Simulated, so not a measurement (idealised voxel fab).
Process module, titled voxel capacitor over wiring
Xsec cut, 165 nm wide, square cell size 5 nm.
Heads up, the way a cross-section reads in here is a grid of square cells, handed over as bands from the top down, with every band being one or more rows of cells.
This entry defines a band. It first specifies the height of the band's top and the height of its bottom in nm, and then specifies the band's materials from left to right, stating each material with its width in nm. The word "everywhere" identifies a single material that fills the band from edge to edge, while the word "empty" identifies empty space.
Heights are expressed relative to 0, this being the level below which the as-received wafer comprises one material exclusively. The lowest band is unbounded in the downward direction and is denoted as in "0 -> down".
Quick explanation for "30..40": the width changes in equal steps down the rows of cells, from the first number in the band's top row to the second number in its bottom row.
"identical to before" -> step changed no cross-section cell.
For the entry "Closed empty spaces", the listed items are empty spaces with no open way to the top whose size is 8 cells or more; each item follows the pattern width x height at distance, where distance is from the left edge and all three are in nm.
It should be noted that, on the line of a given step, the content following the step's settings is a remark produced by the simulator itself with respect to that step.
The "overlay nm" setting may appear on a step's line; for a step that uses a mask, it gives how far to the right of its planned position the mask lay, and a negative value indicates the left.

The process steps that were planned are listed below:
1) RECEIVE [material Si]
2) CONFORMAL_DEP [material SiO2] [thk nm 10]
3) DIRECTIONAL_DEP [material TiN] [thk nm 5]
4) DIRECTIONAL_DEP [material W] [thk nm 15]
5) MASKED_ETCH [tone cover] [mask id METAL_1] [width nm 30] [pitch nm 95] [etch materials W] [depth nm 15] [overlay nm 0]
6) MASKED_ETCH [tone cover] [mask id METAL_1] [width nm 30] [pitch nm 95] [etch materials TiN] [depth nm 5] [overlay nm 0]
7) FILL_DEP [material lowk] [thk nm 10]
8) CMP [height nm 30]
9) CONFORMAL_DEP [material SiCN] [thk nm 5]
10) DIRECTIONAL_DEP [material SiO2] [thk nm 20]
11) PATTERN [tone open] [mask id PLUG_1] [material resist] [width nm 15] [thk nm 15] [overlay nm 0]
12) DIRECTIONAL_ETCH [etch materials SiO2] [depth nm 20]
13) DIRECTIONAL_ETCH [etch materials SiCN] [depth nm 5]
14) STRIP [etch materials resist]
15) CONFORMAL_DEP [material TiN] [thk nm 5]
16) FILL_DEP [material W] [thk nm 5]
17) CMP [height nm 55]
18) DIRECTIONAL_DEP [material TiN] [thk nm 10]
19) DIRECTIONAL_DEP [material SiN] [thk nm 5]
20) DIRECTIONAL_DEP [material TiN] [thk nm 5]
21) DIRECTIONAL_DEP [material aC] [thk nm 10]
22) PATTERN [tone cover] [mask id UPPER_PLATE] [material resist] [width nm 70] [thk nm 30] [overlay nm -15]
23) DIRECTIONAL_ETCH [etch materials aC] [depth nm 10]
24) STRIP [etch materials resist]
25) DIRECTIONAL_ETCH [etch materials TiN] [depth nm 5]
26) DIRECTIONAL_ETCH [etch materials SiN] [depth nm 5]
27) STRIP [etch materials aC]
28) PATTERN [tone cover] [mask id LOWER_PLATE] [material resist] [width nm 80] [thk nm 15] [overlay nm 0]
29) DIRECTIONAL_ETCH [etch materials TiN] [depth nm 10]
30) STRIP [etch materials resist]
31) FILL_DEP [material SiO2] [thk nm 20]
32) CMP [height nm 90]
33) MASKED_ETCH [tone open] [mask id PLUG_2] [width nm 15] [etch materials SiO2] [depth nm 15] [overlay nm 0]
34) CONFORMAL_DEP [material TiN] [thk nm 5]
35) FILL_DEP [material Ru] [thk nm 5]
36) CMP [height nm 90]
37) CONFORMAL_DEP [material SiN] [thk nm 5]
The wafers are alike at the start. At step 22, their overlay nm differs. The plan lists the first wafer's value.

Received condition of the first of several wafers, sectioned: post-step 1:
> 0 -> down: Si everywhere
> Closed empty spaces: none

Cross-sectional representation of the first of several wafers at the end of the module, i.e. after its terminal step, step 37:
> 95 -> 90: SiN everywhere
> 90 -> 80: SiO2=45; TiN=5; Ru=5; TiN=5; SiO2=105
> 80 -> 70: SiO2=45..30; TiN=15..60; SiO2=105..75
> 70 -> 65: SiO2=20; SiN=70; SiO2=75
> 65 -> 55: SiO2=20; TiN=90; SiO2=55
> 55 -> 35: SiO2=35; TiN=5; W=5; TiN=5; SiO2=115
> 35 -> 30: SiCN=35; TiN=15; SiCN=115
> 30 -> 15: lowk=20; W=30; lowk=65; W=30; lowk=20
> 15 -> 10: lowk=20; TiN=30; lowk=65; TiN=30; lowk=20
> 10 -> 0: SiO2 everywhere
> 0 -> down: Si everywhere
> Closed empty spaces: none

The final wafer, sectioned at module end:
> 95 -> 90: SiN everywhere
> 90 -> 80: SiO2=45; TiN=5; Ru=5; TiN=5; SiO2=105
> 80 -> 70: SiO2=45..50; TiN=15..60; SiO2=105..55
> 70 -> 65: SiO2=50; SiN=70; SiO2=45
> 65 -> 55: SiO2=30; TiN=90; SiO2=45
> 55 -> 35: SiO2=35; TiN=5; W=5; TiN=5; SiO2=115
> 35 -> 30: SiCN=35; TiN=15; SiCN=115
> 30 -> 15: lowk=20; W=30; lowk=65; W=30; lowk=20
> 15 -> 10: lowk=20; TiN=30; lowk=65; TiN=30; lowk=20
> 10 -> 0: SiO2 everywhere
> 0 -> down: Si everywhere
> Closed empty spaces: none

Quick key for the table: a row per wafer, taken at the end of the module. For each material it tells you how many cells the wafer gained (+) or lost (-) since it came in, and the closed voids come after:
overlay nm -15, +2 Ru, +30 SiCN, +47 SiN, +346 SiO2, +78 TiN, +40 W, +84 lowk, Closed empty spaces: none
overlay nm -10, +2 Ru, +30 SiCN, +47 SiN, +347 SiO2, +77 TiN, +40 W, +84 lowk, Closed empty spaces: none
overlay nm -5, +2 Ru, +30 SiCN, +47 SiN, +348 SiO2, +76 TiN, +40 W, +84 lowk, Closed empty spaces: none
overlay nm 0, +2 Ru, +30 SiCN, +47 SiN, +348 SiO2, +76 TiN, +40 W, +84 lowk, Closed empty spaces: none
overlay nm 5, +2 Ru, +30 SiCN, +47 SiN, +348 SiO2, +76 TiN, +40 W, +84 lowk, Closed empty spaces: none
overlay nm 10, +2 Ru, +30 SiCN, +47 SiN, +347 SiO2, +77 TiN, +40 W, +84 lowk, Closed empty spaces: none
overlay nm 15, +2 Ru, +30 SiCN, +47 SiN, +346 SiO2, +78 TiN, +40 W, +84 lowk, Closed empty spaces: none
